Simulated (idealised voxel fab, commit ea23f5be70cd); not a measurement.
A process module follows: voxel gate over fins.
Section shown: cut. Width: 170 nm. Cell size: 5 nm, square.
Notation: cross-section as square-cell grid; stated in bands, top first, going down; one or more cell rows per band.
Heads up on the band format: heights come first, top then bottom, in nm. After that it's the materials left to right, each with its width in nm. A single material flagged "edge to edge" fills the whole band edge to edge, and "empty" means there's empty space there.
The level at which height equals 0 is the one under which the wafer, as it arrives, is entirely one material. No lower edge exists for the bottom band, which continues downward and is notated as in "z 0 and below".
Read "30->40" as a graded width: first number on top, second number at the bottom, same change between each pair of neighbouring rows.
You'll sometimes find "no alteration" written for a step, and that's the way of saying that nowhere in the cross-section did a cell change during that step.
In the "Enclosed void inventory" entry, you get each enclosed empty space of 8 cells or more, one with no open way to the top, written width x height at distance, distance from the left edge, in nm.
On each step's line, the part that comes after the settings is the simulator's own comment on the step.
"overlay nm" denotes, for a step that has a mask, the displacement of the mask to the right of its planned place, with negative values corresponding to the left.
**Below is the list of planned process steps**
- 1: RECEIVE (material Si)
- 2: CONFORMAL_DEP (material SiN; thk nm 5)
- 3: PATTERN (tone cover; mask id FINS; material resist; width nm 15; pitch nm 60; thk nm 20; overlay nm 0)
- 4: DIRECTIONAL_ETCH (etch materials SiN; depth nm 5)
- 5: DIRECTIONAL_ETCH (etch materials Si; depth nm 40)
- 6: STRIP (etch materials resist)
- 7: OXIDIZE (depth nm 5)
- 8: FILL_DEP (material SiO2; thk nm 15)
- 9: CMP (height nm 5)
- 10: DIRECTIONAL_DEP (material aC; thk nm 10)
- 11: PATTERN (tone open; mask id RAIL; material resist; width nm 15; thk nm 25; overlay nm 0)
- 12: DIRECTIONAL_ETCH (etch materials aC; depth nm 10)
- 13: STRIP (etch materials resist)
- 14: DIRECTIONAL_ETCH (etch materials SiO2; depth nm 40)
- 15: STRIP (etch materials aC)
- 16: CONFORMAL_DEP (material TiN; thk nm 5)
- 17: FILL_DEP (material W; thk nm 10)
- 18: CMP (height nm 5)
- 19: SELECTIVE_ETCH (etch materials W Ru TiN; depth nm 20)
- 20: FILL_DEP (material SiO2; thk nm 5)
- 21: CMP (height nm 5)
- 22: SELECTIVE_ETCH (etch materials SiO2; depth nm 15)
- 23: STRIP (etch materials SiN)
- 24: CONFORMAL_DEP (material HfO2; thk nm 5)
- 25: CONFORMAL_DEP (material TiN; thk nm 5)
- 26: FILL_DEP (material W; thk nm 15)
- 27: CMP (height nm 20)
- 28: CONFORMAL_DEP (material SiN; thk nm 10)
**Cross-section of the wafer upon arrival, representing the state reached after step 1**
  z 0 and below | Si edge to edge
  Enclosed void inventory: none
**Cross-sectional result after module completion. Note: starting condition and plan are unchanged from above; one processing mistake was made**
  z 30 to 20 | SiN edge to edge
  z 20 to 10 | W edge to edge
  z 10 to 5 | W (10)  TiN (25)  W (35)  TiN (25)  W (35)  TiN (25)  W (15)
  z 5 to 0 | W (10)  TiN (5)  HfO2 (15)  TiN (5)  W (35)  TiN (5)  HfO2 (15)  TiN (5)  W (35)  TiN (5)  HfO2 (15)  TiN (5)  W (15)
  z 0 to -5 | TiN (15)  HfO2 (5)  Si (5)  HfO2 (5)  TiN (45)  HfO2 (5)  Si (5)  HfO2 (5)  TiN (45)  HfO2 (5)  Si (5)  HfO2 (5)  TiN (20)
  z -5 to -10 | HfO2 (20)  Si (5)  HfO2 (55)  Si (5)  HfO2 (55)  Si (5)  HfO2 (25)
  z -10 to -15 | SiO2 (20)  Si (5)  SiO2 (55)  Si (5)  SiO2 (55)  Si (5)  SiO2 (25)
  z -15 to -30 | SiO2 (20)  Si (5)  SiO2 (10)  TiN (5)  W (5)  TiN (5)  SiO2 (30)  Si (5)  SiO2 (55)  Si (5)  SiO2 (25)
  z -30 to -35 | SiO2 (20)  Si (5)  SiO2 (10)  TiN (15)  SiO2 (30)  Si (5)  SiO2 (55)  Si (5)  SiO2 (25)
  z -35 to -45 | SiO2 (20)  Si (5)  SiO2 (55)  Si (5)  SiO2 (55)  Si (5)  SiO2 (25)
  z -45 and below | Si edge to edge
  Enclosed void inventory: none
Deviation from plan: step 11 did not happen as planned, as run it was PATTERN (tone open; mask id RAIL; material resist; width nm 15; thk nm 25; overlay nm -10)
